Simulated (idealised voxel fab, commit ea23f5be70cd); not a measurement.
Process module name: voxel spacer lines
For reference, the cross-section in this document is cut, with width 270 nm and square cells of 5 nm.
Format of a cross-section: grid, square cells. Given as bands. Order: top down. Band: one or more rows of cells. Top height, bottom height, nm. Materials left to right, width each, nm. Single material + "edge to edge" = fills band edge to edge. "air" = empty. Beneath 0, the wafer as received is one material, and that level is where height counting begins. The lowest band goes on downward without a bottom; it is written like "0 -> down". Read "30 to 40" as a graded width: first number on top, second number at the bottom, same change between each pair of neighbouring rows. "no change" -> step changed no cross-section cell. "Closed cavities" means: voids of 8 cells or more that are shut off from the top with no open way through. Written width x height at distance, distance from the left edge, in nm. The remark found on a step's line after its settings is issued by the simulator itself and pertains to that step. The setting "overlay nm" may be written on the line of a step. When the step uses a mask, the value reports how far to the right of the planned place the mask lay, and a negative value reports that it lay to the left. Guide to the pairs. Each holds a before and an after cross-section around one process step; the after cross-section is cut off at the lowest band that changed. Look under the pair for the step between them and its settings. Pairs can come from different runs of this module on the same starting wafer, so a pair follows on from the one above it only where its entry headed "Status quo ante" says it does.

# Status quo ante
- 0 -> down: Si edge to edge
- Closed cavities: none

# State After Step
- 10 -> 0: Al2O3 edge to edge
- below 0: unchanged
- Closed cavities: none
The step that takes the structure from the upper cross-section to the lower one is CONFORMAL_DEP (material Al2O3; thk nm 10)

Status quo ante: no separate figure, the pair right above already shows it after its step.

# State After Step
- 30 -> 10: polySi edge to edge
- below 10: unchanged
- Closed cavities: none
The step that takes the structure from the upper cross-section to the lower one is DIRECTIONAL_DEP (material polySi; thk nm 20)

Status quo ante: no separate figure, the pair right above already shows it after its step.

# State After Step
- 55 -> 30: aC edge to edge
- below 30: unchanged
- Closed cavities: none
The step that takes the structure from the upper cross-section to the lower one is DIRECTIONAL_DEP (material aC; thk nm 25)

Status quo ante: no separate figure, the pair right above already shows it after its step.

# State After Step
- 90 -> 55: 80 air, 25 resist, 55 air, 25 resist, 85 air
- below 55: unchanged
- Closed cavities: none
The step that takes the structure from the upper cross-section to the lower one is PATTERN (tone cover; mask id MANDREL; material resist; width nm 25; pitch nm 80; thk nm 35; overlay nm 0)

Status quo ante: no separate figure, the pair right above already shows it after its step.

# State After Step
- 65 -> 55: 80 air, 25 resist, 55 air, 25 resist, 85 air
- 55 -> 30: 80 air, 25 aC, 55 air, 25 aC, 85 air
- below 30: unchanged
- Closed cavities: none
The step that takes the structure from the upper cross-section to the lower one is DIRECTIONAL_ETCH (etch materials aC; depth nm 25)

Status quo ante: no separate figure, the pair right above already shows it after its step.

# State After Step
- 55 -> 30: 80 air, 25 aC, 55 air, 25 aC, 85 air
- below 30: unchanged
- Closed cavities: none
The step that takes the structure from the upper cross-section to the lower one is STRIP (etch materials resist)

Status quo ante: no separate figure, the pair right above already shows it after its step.

# State After Step
- 70 -> 55: 65 air, 55 SiN, 25 air, 55 SiN, 70 air
- 55 -> 45: 65 air, 15 SiN, 25 aC, 15 SiN, 25 air, 15 SiN, 25 aC, 15 SiN, 70 air
- 45 -> 30: 80 SiN, 25 aC, 55 SiN, 25 aC, 85 SiN
- below 30: unchanged
- Closed cavities: none
The step that takes the structure from the upper cross-section to the lower one is CONFORMAL_DEP (material SiN; thk nm 15)

Status quo ante: no separate figure, the pair right above already shows it after its step.

# State After Step
- 55 -> 30: 65 air, 15 SiN, 25 aC, 15 SiN, 25 air, 15 SiN, 25 aC, 15 SiN, 70 air
- below 30: unchanged
- Closed cavities: none
The step that takes the structure from the upper cross-section to the lower one is DIRECTIONAL_ETCH (etch materials SiN; depth nm 15)

Status quo ante: no separate figure, the pair right above already shows it after its step.

# State After Step
- 55 -> 30: 65 air, 15 SiN, 25 air, 15 SiN, 25 air, 15 SiN, 25 air, 15 SiN, 70 air
- below 30: unchanged
- Closed cavities: none
The step that takes the structure from the upper cross-section to the lower one is STRIP (etch materials aC)

Status quo ante: no separate figure, the pair right above already shows it after its step.

# State After Step
- 55 -> 30: 65 air, 15 SiN, 25 air, 15 SiN, 25 air, 15 SiN, 25 air, 15 SiN, 70 air
- 30 -> 10: 65 air, 15 polySi, 25 air, 15 polySi, 25 air, 15 polySi, 25 air, 15 polySi, 70 air
- below 10: unchanged
- Closed cavities: none
The step that takes the structure from the upper cross-section to the lower one is DIRECTIONAL_ETCH (etch materials polySi; depth nm 20)

Status quo ante: no separate figure, the pair right above already shows it after its step.

# State After Step
- 30 -> 10: 65 air, 15 polySi, 25 air, 15 polySi, 25 air, 15 polySi, 25 air, 15 polySi, 70 air
- below 10: unchanged
- Closed cavities: none
The step that takes the structure from the upper cross-section to the lower one is STRIP (etch materials SiN)

# Status quo ante
- 0 -> down: Si edge to edge
- Closed cavities: none

# State After Step
- 20 -> 0: polySi edge to edge
- below 0: unchanged
- Closed cavities: none
The step that takes the structure from the upper cross-section to the lower one is DIRECTIONAL_DEP (material polySi; thk nm 20)

Status quo ante: no separate figure, the pair right above already shows it after its step.

# State After Step
- 45 -> 20: aC edge to edge
- below 20: unchanged
- Closed cavities: none
The step that takes the structure from the upper cross-section to the lower one is DIRECTIONAL_DEP (material aC; thk nm 25)

Status quo ante: no separate figure, the pair right above already shows it after its step.

# State After Step
- 80 -> 45: 80 air, 25 resist, 55 air, 25 resist, 85 air
- below 45: unchanged
- Closed cavities: none
The step that takes the structure from the upper cross-section to the lower one is PATTERN (tone cover; mask id MANDREL; material resist; width nm 25; pitch nm 80; thk nm 35; overlay nm 0)

Status quo ante: no separate figure, the pair right above already shows it after its step.

# State After Step
- 55 -> 45: 80 air, 25 resist, 55 air, 25 resist, 85 air
- 45 -> 20: 80 air, 25 aC, 55 air, 25 aC, 85 air
- below 20: unchanged
- Closed cavities: none
The step that takes the structure from the upper cross-section to the lower one is DIRECTIONAL_ETCH (etch materials aC; depth nm 25)

Status quo ante: no separate figure, the pair right above already shows it after its step.

# State After Step
- 45 -> 20: 80 air, 25 aC, 55 air, 25 aC, 85 air
- below 20: unchanged
- Closed cavities: none
The step that takes the structure from the upper cross-section to the lower one is STRIP (etch materials resist)

Status quo ante: no separate figure, the pair right above already shows it after its step.

# State After Step
- 60 -> 45: 65 air, 55 SiN, 25 air, 55 SiN, 70 air
- 45 -> 35: 65 air, 15 SiN, 25 aC, 15 SiN, 25 air, 15 SiN, 25 aC, 15 SiN, 70 air
- 35 -> 20: 80 SiN, 25 aC, 55 SiN, 25 aC, 85 SiN
- below 20: unchanged
- Closed cavities: none
The step that takes the structure from the upper cross-section to the lower one is CONFORMAL_DEP (material SiN; thk nm 15)

Status quo ante: no separate figure, the pair right above already shows it after its step.

# State After Step
- 45 -> 20: 65 air, 15 SiN, 25 aC, 15 SiN, 25 air, 15 SiN, 25 aC, 15 SiN, 70 air
- below 20: unchanged
- Closed cavities: none
The step that takes the structure from the upper cross-section to the lower one is DIRECTIONAL_ETCH (etch materials SiN; depth nm 15)

Status quo ante: no separate figure, the pair right above already shows it after its step.

# State After Step
- 45 -> 20: 65 air, 15 SiN, 25 air, 15 SiN, 25 air, 15 SiN, 25 air, 15 SiN, 70 air
- below 20: unchanged
- Closed cavities: none
The step that takes the structure from the upper cross-section to the lower one is STRIP (etch materials aC)

Status quo ante: no separate figure, the pair right above already shows it after its step.

# State After Step
- 45 -> 20: 65 air, 15 SiN, 25 air, 15 SiN, 25 air, 15 SiN, 25 air, 15 SiN, 70 air
- 20 -> 0: 65 air, 15 polySi, 25 air, 15 polySi, 25 air, 15 polySi, 25 air, 15 polySi, 70 air
- below 0: unchanged
- Closed cavities: none
The step that takes the structure from the upper cross-section to the lower one is DIRECTIONAL_ETCH (etch materials polySi; depth nm 20)

Status quo ante: no separate figure, the pair right above already shows it after its step.

# State After Step
- 20 -> 0: 65 air, 15 polySi, 25 air, 15 polySi, 25 air, 15 polySi, 25 air, 15 polySi, 70 air
- below 0: unchanged
- Closed cavities: none
The step that takes the structure from the upper cross-section to the lower one is STRIP (etch materials SiN)

# Status quo ante
- 30 -> 10: polySi edge to edge
- 10 -> 0: Al2O3 edge to edge
- 0 -> down: Si edge to edge
- Closed cavities: none

# State After Step
- 50 -> 10: polySi edge to edge
- below 10: unchanged
- Closed cavities: none
The step that takes the structure from the upper cross-section to the lower one is DIRECTIONAL_DEP (material polySi; thk nm 20)

Status quo ante: no separate figure, the pair right above already shows it after its step.

# State After Step
- 75 -> 50: aC edge to edge
- below 50: unchanged
- Closed cavities: none
The step that takes the structure from the upper cross-section to the lower one is DIRECTIONAL_DEP (material aC; thk nm 25)

Status quo ante: no separate figure, the pair right above already shows it after its step.

# State After Step
- 110 -> 75: 80 air, 25 resist, 55 air, 25 resist, 85 air
- below 75: unchanged
- Closed cavities: none
The step that takes the structure from the upper cross-section to the lower one is PATTERN (tone cover; mask id MANDREL; material resist; width nm 25; pitch nm 80; thk nm 35; overlay nm 0)

Status quo ante: no separate figure, the pair right above already shows it after its step.

# State After Step
- 85 -> 75: 80 air, 25 resist, 55 air, 25 resist, 85 air
- 75 -> 50: 80 air, 25 aC, 55 air, 25 aC, 85 air
- below 50: unchanged
- Closed cavities: none
The step that takes the structure from the upper cross-section to the lower one is DIRECTIONAL_ETCH (etch materials aC; depth nm 25)

Status quo ante: no separate figure, the pair right above already shows it after its step.

# State After Step
- 75 -> 50: 80 air, 25 aC, 55 air, 25 aC, 85 air
- below 50: unchanged
- Closed cavities: none
The step that takes the structure from the upper cross-section to the lower one is STRIP (etch materials resist)

Status quo ante: no separate figure, the pair right above already shows it after its step.

# State After Step
- 90 -> 75: 65 air, 55 SiN, 25 air, 55 SiN, 70 air
- 75 -> 65: 65 air, 15 SiN, 25 aC, 15 SiN, 25 air, 15 SiN, 25 aC, 15 SiN, 70 air
- 65 -> 50: 80 SiN, 25 aC, 55 SiN, 25 aC, 85 SiN
- below 50: unchanged
- Closed cavities: none
The step that takes the structure from the upper cross-section to the lower one is CONFORMAL_DEP (material SiN; thk nm 15)

Status quo ante: no separate figure, the pair right above already shows it after its step.

# State After Step
- 75 -> 50: 65 air, 15 SiN, 25 aC, 15 SiN, 25 air, 15 SiN, 25 aC, 15 SiN, 70 air
- below 50: unchanged
- Closed cavities: none
The step that takes the structure from the upper cross-section to the lower one is DIRECTIONAL_ETCH (etch materials SiN; depth nm 15)

Status quo ante: no separate figure, the pair right above already shows it after its step.

# State After Step
- 75 -> 50: 65 air, 15 SiN, 25 air, 15 SiN, 25 air, 15 SiN, 25 air, 15 SiN, 70 air
- below 50: unchanged
- Closed cavities: none
The step that takes the structure from the upper cross-section to the lower one is STRIP (etch materials aC)

Status quo ante: no separate figure, the pair right above already shows it after its step.

# State After Step
- 75 -> 50: 65 air, 15 SiN, 25 air, 15 SiN, 25 air, 15 SiN, 25 air, 15 SiN, 70 air
- 50 -> 30: 65 air, 15 polySi, 25 air, 15 polySi, 25 air, 15 polySi, 25 air, 15 polySi, 70 air
- below 30: unchanged
- Closed cavities: none
The step that takes the structure from the upper cross-section to the lower one is DIRECTIONAL_ETCH (etch materials polySi; depth nm 20)

Status quo ante: no separate figure, the pair right above already shows it after its step.

# State After Step
- 50 -> 30: 65 air, 15 polySi, 25 air, 15 polySi, 25 air, 15 polySi, 25 air, 15 polySi, 70 air
- below 30: unchanged
- Closed cavities: none
The step that takes the structure from the upper cross-section to the lower one is STRIP (etch materials SiN)

# Status quo ante
- 10 -> 0: Al2O3 edge to edge
- 0 -> down: Si edge to edge
- Closed cavities: none

# State After Step
- 35 -> 10: aC edge to edge
- below 10: unchanged
- Closed cavities: none
The step that takes the structure from the upper cross-section to the lower one is DIRECTIONAL_DEP (material aC; thk nm 25)

Status quo ante: no separate figure, the pair right above already shows it after its step.

# State After Step
- 55 -> 35: polySi edge to edge
- below 35: unchanged
- Closed cavities: none
The step that takes the structure from the upper cross-section to the lower one is DIRECTIONAL_DEP (material polySi; thk nm 20)

Status quo ante: no separate figure, the pair right above already shows it after its step.

# State After Step
- 90 -> 55: 80 air, 25 resist, 55 air, 25 resist, 85 air
- below 55: unchanged
- Closed cavities: none
The step that takes the structure from the upper cross-section to the lower one is PATTERN (tone cover; mask id MANDREL; material resist; width nm 25; pitch nm 80; thk nm 35; overlay nm 0)

Status quo ante: no separate figure, the pair right above already shows it after its step.

# State After Step
- 65 -> 55: 80 air, 25 resist, 55 air, 25 resist, 85 air
- below 55: unchanged
- Closed cavities: none
The step that takes the structure from the upper cross-section to the lower one is DIRECTIONAL_ETCH (etch materials aC; depth nm 25)

Status quo ante: no separate figure, the pair right above already shows it after its step.

# State After Step
- 55 -> 35: polySi edge to edge
- below 35: unchanged
- Closed cavities: none
The step that takes the structure from the upper cross-section to the lower one is STRIP (etch materials resist)

Status quo ante: no separate figure, the pair right above already shows it after its step.

# State After Step
- 70 -> 55: SiN edge to edge
- below 55: unchanged
- Closed cavities: none
The step that takes the structure from the upper cross-section to the lower one is CONFORMAL_DEP (material SiN; thk nm 15)

Status quo ante: no separate figure, the pair right above already shows it after its step.

# State After Step
- 55 -> 35: polySi edge to edge
- below 35: unchanged
- Closed cavities: none
The step that takes the structure from the upper cross-section to the lower one is DIRECTIONAL_ETCH (etch materials SiN; depth nm 15)

Status quo ante: no separate figure, the pair right above already shows it after its step.

# State After Step
- 35 -> 10: aC edge to edge
- below 10: unchanged
- Closed cavities: none
The step that takes the structure from the upper cross-section to the lower one is DIRECTIONAL_ETCH (etch materials polySi; depth nm 20)

# Status quo ante
- 10 -> 0: Al2O3 edge to edge
- 0 -> down: Si edge to edge
- Closed cavities: none

# State After Step
- 35 -> 10: polySi edge to edge
- below 10: unchanged
- Closed cavities: none
The step that takes the structure from the upper cross-section to the lower one is DIRECTIONAL_DEP (material polySi; thk nm 25)

Status quo ante: no separate figure, the pair right above already shows it after its step.

# State After Step
- 60 -> 35: aC edge to edge
- below 35: unchanged
- Closed cavities: none
The step that takes the structure from the upper cross-section to the lower one is DIRECTIONAL_DEP (material aC; thk nm 25)

Status quo ante: no separate figure, the pair right above already shows it after its step.

# State After Step
- 95 -> 60: 80 air, 25 resist, 55 air, 25 resist, 85 air
- below 60: unchanged
- Closed cavities: none
The step that takes the structure from the upper cross-section to the lower one is PATTERN (tone cover; mask id MANDREL; material resist; width nm 25; pitch nm 80; thk nm 35; overlay nm 0)

Status quo ante: no separate figure, the pair right above already shows it after its step.

# State After Step
- 70 -> 60: 80 air, 25 resist, 55 air, 25 resist, 85 air
- 60 -> 35: 80 air, 25 aC, 55 air, 25 aC, 85 air
- below 35: unchanged
- Closed cavities: none
The step that takes the structure from the upper cross-section to the lower one is DIRECTIONAL_ETCH (etch materials aC; depth nm 25)

Status quo ante: no separate figure, the pair right above already shows it after its step.

# State After Step
- 60 -> 35: 80 air, 25 aC, 55 air, 25 aC, 85 air
- below 35: unchanged
- Closed cavities: none
The step that takes the structure from the upper cross-section to the lower one is STRIP (etch materials resist)

Status quo ante: no separate figure, the pair right above already shows it after its step.

# State After Step
- 75 -> 60: 65 air, 55 SiN, 25 air, 55 SiN, 70 air
- 60 -> 50: 65 air, 15 SiN, 25 aC, 15 SiN, 25 air, 15 SiN, 25 aC, 15 SiN, 70 air
- 50 -> 35: 80 SiN, 25 aC, 55 SiN, 25 aC, 85 SiN
- below 35: unchanged
- Closed cavities: none
The step that takes the structure from the upper cross-section to the lower one is CONFORMAL_DEP (material SiN; thk nm 15)

Status quo ante: no separate figure, the pair right above already shows it after its step.

# State After Step
- 60 -> 35: 65 air, 15 SiN, 25 aC, 15 SiN, 25 air, 15 SiN, 25 aC, 15 SiN, 70 air
- below 35: unchanged
- Closed cavities: none
The step that takes the structure from the upper cross-section to the lower one is DIRECTIONAL_ETCH (etch materials SiN; depth nm 15)

Status quo ante: no separate figure, the pair right above already shows it after its step.

# State After Step
- 60 -> 35: 65 air, 15 SiN, 25 air, 15 SiN, 25 air, 15 SiN, 25 air, 15 SiN, 70 air
- below 35: unchanged
- Closed cavities: none
The step that takes the structure from the upper cross-section to the lower one is STRIP (etch materials aC)

Status quo ante: no separate figure, the pair right above already shows it after its step.

# State After Step
- 60 -> 35: 65 air, 15 SiN, 25 air, 15 SiN, 25 air, 15 SiN, 25 air, 15 SiN, 70 air
- 35 -> 15: 65 air, 15 polySi, 25 air, 15 polySi, 25 air, 15 polySi, 25 air, 15 polySi, 70 air
- below 15: unchanged
- Closed cavities: none
The step that takes the structure from the upper cross-section to the lower one is DIRECTIONAL_ETCH (etch materials polySi; depth nm 20)

Status quo ante: no separate figure, the pair right above already shows it after its step.

# State After Step
- 35 -> 15: 65 air, 15 polySi, 25 air, 15 polySi, 25 air, 15 polySi, 25 air, 15 polySi, 70 air
- below 15: unchanged
- Closed cavities: none
The step that takes the structure from the upper cross-section to the lower one is STRIP (etch materials SiN)

# Status quo ante
- 55 -> 30: aC edge to edge
- 30 -> 10: polySi edge to edge
- 10 -> 0: Al2O3 edge to edge
- 0 -> down: Si edge to edge
- Closed cavities: none

# State After Step
- 90 -> 55: 80 air, 30 resist, 50 air, 30 resist, 80 air
- below 55: unchanged
- Closed cavities: none
The step that takes the structure from the upper cross-section to the lower one is PATTERN (tone cover; mask id MANDREL; material resist; width nm 30; pitch nm 80; thk nm 35; overlay nm 0)

Status quo ante: no separate figure, the pair right above already shows it after its step.

# State After Step
- 65 -> 55: 80 air, 30 resist, 50 air, 30 resist, 80 air
- 55 -> 30: 80 air, 30 aC, 50 air, 30 aC, 80 air
- below 30: unchanged
- Closed cavities: none
The step that takes the structure from the upper cross-section to the lower one is DIRECTIONAL_ETCH (etch materials aC; depth nm 25)

Status quo ante: no separate figure, the pair right above already shows it after its step.

# State After Step
- 55 -> 30: 80 air, 30 aC, 50 air, 30 aC, 80 air
- below 30: unchanged
- Closed cavities: none
The step that takes the structure from the upper cross-section to the lower one is STRIP (etch materials resist)

Status quo ante: no separate figure, the pair right above already shows it after its step.

# State After Step
- 70 -> 55: 65 air, 60 SiN, 20 air, 60 SiN, 65 air
- 55 -> 45: 65 air, 15 SiN, 30 aC, 15 SiN, 20 air, 15 SiN, 30 aC, 15 SiN, 65 air
- 45 -> 30: 80 SiN, 30 aC, 50 SiN, 30 aC, 80 SiN
- below 30: unchanged
- Closed cavities: none
The step that takes the structure from the upper cross-section to the lower one is CONFORMAL_DEP (material SiN; thk nm 15)

Status quo ante: no separate figure, the pair right above already shows it after its step.

# State After Step
- 55 -> 30: 65 air, 15 SiN, 30 aC, 15 SiN, 20 air, 15 SiN, 30 aC, 15 SiN, 65 air
- below 30: unchanged
- Closed cavities: none
The step that takes the structure from the upper cross-section to the lower one is DIRECTIONAL_ETCH (etch materials SiN; depth nm 15)

Status quo ante: no separate figure, the pair right above already shows it after its step.

# State After Step
- 55 -> 30: 65 air, 15 SiN, 30 air, 15 SiN, 20 air, 15 SiN, 30 air, 15 SiN, 65 air
- below 30: unchanged
- Closed cavities: none
The step that takes the structure from the upper cross-section to the lower one is STRIP (etch materials aC)

Status quo ante: no separate figure, the pair right above already shows it after its step.

# State After Step
- 55 -> 30: 65 air, 15 SiN, 30 air, 15 SiN, 20 air, 15 SiN, 30 air, 15 SiN, 65 air
- 30 -> 10: 65 air, 15 polySi, 30 air, 15 polySi, 20 air, 15 polySi, 30 air, 15 polySi, 65 air
- below 10: unchanged
- Closed cavities: none
The step that takes the structure from the upper cross-section to the lower one is DIRECTIONAL_ETCH (etch materials polySi; depth nm 20)

Status quo ante: no separate figure, the pair right above already shows it after its step.

# State After Step
- 30 -> 10: 65 air, 15 polySi, 30 air, 15 polySi, 20 air, 15 polySi, 30 air, 15 polySi, 65 air
- below 10: unchanged
- Closed cavities: none
The step that takes the structure from the upper cross-section to the lower one is STRIP (etch materials SiN)

# Status quo ante
- 55 -> 30: aC edge to edge
- 30 -> 10: polySi edge to edge
- 10 -> 0: Al2O3 edge to edge
- 0 -> down: Si edge to edge
- Closed cavities: none

# State After Step
- 90 -> 55: 85 air, 25 resist, 55 air, 25 resist, 80 air
- below 55: unchanged
- Closed cavities: none
The step that takes the structure from the upper cross-section to the lower one is PATTERN (tone cover; mask id MANDREL; material resist; width nm 25; pitch nm 80; thk nm 35; overlay nm 5)

Status quo ante: no separate figure, the pair right above already shows it after its step.

# State After Step
- 65 -> 55: 85 air, 25 resist, 55 air, 25 resist, 80 air
- 55 -> 30: 85 air, 25 aC, 55 air, 25 aC, 80 air
- below 30: unchanged
- Closed cavities: none
The step that takes the structure from the upper cross-section to the lower one is DIRECTIONAL_ETCH (etch materials aC; depth nm 25)

Status quo ante: no separate figure, the pair right above already shows it after its step.

# State After Step
- 55 -> 30: 85 air, 25 aC, 55 air, 25 aC, 80 air
- below 30: unchanged
- Closed cavities: none
The step that takes the structure from the upper cross-section to the lower one is STRIP (etch materials resist)

Status quo ante: no separate figure, the pair right above already shows it after its step.

# State After Step
- 70 -> 55: 70 air, 55 SiN, 25 air, 55 SiN, 65 air
- 55 -> 45: 70 air, 15 SiN, 25 aC, 15 SiN, 25 air, 15 SiN, 25 aC, 15 SiN, 65 air
- 45 -> 30: 85 SiN, 25 aC, 55 SiN, 25 aC, 80 SiN
- below 30: unchanged
- Closed cavities: none
The step that takes the structure from the upper cross-section to the lower one is CONFORMAL_DEP (material SiN; thk nm 15)

Status quo ante: no separate figure, the pair right above already shows it after its step.

# State After Step
- 55 -> 30: 70 air, 15 SiN, 25 aC, 15 SiN, 25 air, 15 SiN, 25 aC, 15 SiN, 65 air
- below 30: unchanged
- Closed cavities: none
The step that takes the structure from the upper cross-section to the lower one is DIRECTIONAL_ETCH (etch materials SiN; depth nm 15)

Status quo ante: no separate figure, the pair right above already shows it after its step.

# State After Step
- 55 -> 30: 70 air, 15 SiN, 25 air, 15 SiN, 25 air, 15 SiN, 25 air, 15 SiN, 65 air
- below 30: unchanged
- Closed cavities: none
The step that takes the structure from the upper cross-section to the lower one is STRIP (etch materials aC)

Status quo ante: no separate figure, the pair right above already shows it after its step.

# State After Step
- 55 -> 30: 70 air, 15 SiN, 25 air, 15 SiN, 25 air, 15 SiN, 25 air, 15 SiN, 65 air
- 30 -> 10: 70 air, 15 polySi, 25 air, 15 polySi, 25 air, 15 polySi, 25 air, 15 polySi, 65 air
- below 10: unchanged
- Closed cavities: none
The step that takes the structure from the upper cross-section to the lower one is DIRECTIONAL_ETCH (etch materials polySi; depth nm 20)

Status quo ante: no separate figure, the pair right above already shows it after its step.

# State After Step
- 30 -> 10: 70 air, 15 polySi, 25 air, 15 polySi, 25 air, 15 polySi, 25 air, 15 polySi, 65 air
- below 10: unchanged
- Closed cavities: none
The step that takes the structure from the upper cross-section to the lower one is STRIP (etch materials SiN)

# Status quo ante
- 55 -> 30: 80 air, 25 aC, 55 air, 25 aC, 85 air
- 30 -> 10: polySi edge to edge
- 10 -> 0: Al2O3 edge to edge
- 0 -> down: Si edge to edge
- Closed cavities: none

# State After Step
- 70 -> 55: 65 air, 55 polySi, 25 air, 55 polySi, 70 air
- 55 -> 45: 65 air, 15 polySi, 25 aC, 15 polySi, 25 air, 15 polySi, 25 aC, 15 polySi, 70 air
- 45 -> 30: 80 polySi, 25 aC, 55 polySi, 25 aC, 85 polySi
- below 30: unchanged
- Closed cavities: none
The step that takes the structure from the upper cross-section to the lower one is CONFORMAL_DEP (material polySi; thk nm 15)

Status quo ante: no separate figure, the pair right above already shows it after its step.

# State After Step
- 55 -> 50: 80 air, 25 aC, 55 air, 25 aC, 85 air
- 50 -> 30: 65 air, 15 polySi, 25 aC, 15 polySi, 25 air, 15 polySi, 25 aC, 15 polySi, 70 air
- 30 -> 25: 65 air, 55 polySi, 25 air, 55 polySi, 70 air
- below 25: unchanged
- Closed cavities: none
The step that takes the structure from the upper cross-section to the lower one is DIRECTIONAL_ETCH (etch materials polySi; depth nm 20)

# Status quo ante
- 55 -> 30: aC edge to edge
- 30 -> 10: polySi edge to edge
- 10 -> 0: Al2O3 edge to edge
- 0 -> down: Si edge to edge
- Closed cavities: none

# State After Step
- 90 -> 55: 80 resist, 25 air, 55 resist, 25 air, 85 resist
- below 55: unchanged
- Closed cavities: none
The step that takes the structure from the upper cross-section to the lower one is PATTERN (tone open; mask id MANDREL; material resist; width nm 25; pitch nm 80; thk nm 35; overlay nm 0)

Status quo ante: no separate figure, the pair right above already shows it after its step.

# State After Step
- 65 -> 55: 80 resist, 25 air, 55 resist, 25 air, 85 resist
- 55 -> 30: 80 aC, 25 air, 55 aC, 25 air, 85 aC
- below 30: unchanged
- Closed cavities: none
The step that takes the structure from the upper cross-section to the lower one is DIRECTIONAL_ETCH (etch materials aC; depth nm 25)

Status quo ante: no separate figure, the pair right above already shows it after its step.

# State After Step
- 55 -> 30: 80 aC, 25 air, 55 aC, 25 air, 85 aC
- below 30: unchanged
- Closed cavities: none
The step that takes the structure from the upper cross-section to the lower one is STRIP (etch materials resist)

Status quo ante: no separate figure, the pair right above already shows it after its step.

# State After Step
- 70 -> 55: SiN edge to edge
- 55 -> 30: 80 aC, 25 SiN, 55 aC, 25 SiN, 85 aC
- below 30: unchanged
- Closed cavities: none
The step that takes the structure from the upper cross-section to the lower one is CONFORMAL_DEP (material SiN; thk nm 15)

Status quo ante: no separate figure, the pair right above already shows it after its step.

# State After Step
- 55 -> 30: 80 aC, 25 SiN, 55 aC, 25 SiN, 85 aC
- below 30: unchanged
- Closed cavities: none
The step that takes the structure from the upper cross-section to the lower one is DIRECTIONAL_ETCH (etch materials SiN; depth nm 15)

Status quo ante: no separate figure, the pair right above already shows it after its step.

# State After Step
- 55 -> 30: 80 air, 25 SiN, 55 air, 25 SiN, 85 air
- below 30: unchanged
- Closed cavities: none
The step that takes the structure from the upper cross-section to the lower one is STRIP (etch materials aC)

Status quo ante: no separate figure, the pair right above already shows it after its step.

# State After Step
- 55 -> 30: 80 air, 25 SiN, 55 air, 25 SiN, 85 air
- 30 -> 10: 80 air, 25 polySi, 55 air, 25 polySi, 85 air
- below 10: unchanged
- Closed cavities: none
The step that takes the structure from the upper cross-section to the lower one is DIRECTIONAL_ETCH (etch materials polySi; depth nm 20)

Status quo ante: no separate figure, the pair right above already shows it after its step.

# State After Step
- 30 -> 10: 80 air, 25 polySi, 55 air, 25 polySi, 85 air
- below 10: unchanged
- Closed cavities: none
The step that takes the structure from the upper cross-section to the lower one is STRIP (etch materials SiN)
